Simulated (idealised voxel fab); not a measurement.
process module | voxel plated lines
cross-section cut | 245 nm wide | cells 5 nm
A cross-section is a grid of square cells, given in bands from the top down. A band is one or more rows of cells.
Each band's line starts with the height of the band's top and of its bottom, in nm. Then come its materials from left to right, each with its width in nm. One material with "throughout" fills the band from edge to edge. "air" is empty space.
Height 0 is the level under which the wafer as received is all one material. The lowest band goes on downwards, as in "0 down".
A width such as "30 to 40" changes by the same amount from each row of cells to the next, from the band's top row to its bottom row.
"no change" after a step means that no cell of the cross-section changed.
closed voids: empty space of 8 cells or more with no open way to the top, each as width x height at its distance from the left edge, in nm
after a step's settings: what the simulator itself notes on the step
overlay nm, on a step with a mask: how far to the right of its planned place the mask lay; to the left if negative
plan
1 op RECEIVE | material Si
2 op CONFORMAL_DEP | material SiN | thk nm 15
3 op DIRECTIONAL_DEP | material TiN | thk nm 5
4 op PATTERN | tone open | mask id LINES | material resist | width nm 20 | pitch nm 45 | thk nm 15 | overlay nm 0
5 op EPI | material Ru | thk nm 10
6 op STRIP | etch materials resist
7 op DIRECTIONAL_ETCH | etch materials TiN | depth nm 5
8 op CONFORMAL_DEP | material SiO2 | thk nm 5
as received, after step 1
  0 down: Si throughout
  closed voids: none
a wafer at the end: this start, this plan, one mistake
  30 to 25: air 40 | SiO2 30 | air 15 | SiO2 30 | air 15 | SiO2 30 | air 15 | SiO2 30 | air 40
  25 to 20: SiO2 45 | Ru 20 | SiO2 25 | Ru 20 | SiO2 25 | Ru 20 | SiO2 25 | Ru 20 | SiO2 45
  20 to 15: TiN throughout
  15 to 0: SiN throughout
  0 down: Si throughout
  closed voids: none
what went wrong: step 7 ran as: op DIRECTIONAL_ETCH | etch materials Ru | depth nm 5
